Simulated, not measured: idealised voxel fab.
You're looking at the process module voxel air gaps.
This is section cut - it's 255 nm across, gridded in 5 nm square cells.
Cross-section layout: square cells on a grid; listed as bands, top to bottom; a band spans one or more cell rows.
The band entry comprises the height of the band's top followed by the height of its bottom, expressed in nm, and subsequently the band's materials from left to right, each stated together with its width in nm. Where a single material is marked with the word "throughout", that material fills the band from edge to edge. The word "blank" represents empty space.
Zero point of the height axis is 0; under it, received wafer = one material. Lowest band: continues down indefinitely, "0 -> down".
Width "30..40": first value at the band's top row of cells, second value at its bottom row, equal change from row to row.
A step reported as "stayed the same" is a step in which no cell of the cross-section changed.
Closed internal cavities: empty space of 8 cells or more with no open way to the top, each as width x height at its distance from the left edge, in nm
The remark found on a step's line after its settings is issued by the simulator itself and pertains to that step.
"overlay nm" on a masked step: distance the mask lay right of its planned place, negative for left.
## The process steps that were planned are listed below
1 RECEIVE: material Si
2 CONFORMAL_DEP: material SiO2, thk nm 15
3 CONFORMAL_DEP: material SiN, thk nm 5
4 DIRECTIONAL_DEP: material lowk, thk nm 35
5 DIRECTIONAL_DEP: material aC, thk nm 10
6 PATTERN: tone open, mask id LINES, material resist, width nm 25, pitch nm 55, thk nm 25, overlay nm 0
7 DIRECTIONAL_ETCH: etch materials aC, depth nm 10
8 STRIP: etch materials resist
9 DIRECTIONAL_ETCH: etch materials lowk, depth nm 35
10 STRIP: etch materials aC
11 CONFORMAL_DEP: material TiN, thk nm 5
12 FILL_DEP: material W, thk nm 5
13 CMP: height nm 55
14 EPI: material Ru, thk nm 10
15 SELECTIVE_ETCH: etch materials lowk, depth nm 45
16 CONFORMAL_DEP: material SiN, thk nm 5
## Cross-sectional view of the wafer in its as-received condition, corresponding to the state after step 1
  0 -> down | Si throughout
  Closed internal cavities: none
## What the wafer looks like in cross-section after this module, when it starts as shown above and follows the plan above but one mistake is made in running it
  70 -> 65 | SiN throughout
  65 -> 55 | Ru 70 nm; SiN 5 nm; Ru 50 nm; SiN 5 nm; Ru 50 nm; SiN 5 nm; Ru 70 nm
  55 -> 50 | W 55 nm; TiN 5 nm; SiN 25 nm; TiN 5 nm; W 20 nm; TiN 5 nm; SiN 25 nm; TiN 5 nm; W 20 nm; TiN 5 nm; SiN 25 nm; TiN 5 nm; W 55 nm
  50 -> 25 | W 55 nm; TiN 5 nm; SiN 5 nm; blank 15 nm; SiN 5 nm; TiN 5 nm; W 20 nm; TiN 5 nm; SiN 5 nm; blank 15 nm; SiN 5 nm; TiN 5 nm; W 20 nm; TiN 5 nm; SiN 5 nm; blank 15 nm; SiN 5 nm; TiN 5 nm; W 55 nm
  25 -> 20 | TiN 60 nm; SiN 25 nm; TiN 30 nm; SiN 25 nm; TiN 30 nm; SiN 25 nm; TiN 60 nm
  20 -> 15 | SiN throughout
  15 -> 0 | SiO2 throughout
  0 -> down | Si throughout
  Closed internal cavities: 15 x 25 at 65; 15 x 25 at 120; 15 x 25 at 175
Against the plan, the run slipped here: note that step 6 departed from the planned setting and was carried out as PATTERN: tone cover, mask id LINES, material resist, width nm 25, pitch nm 55, thk nm 25, overlay nm 0
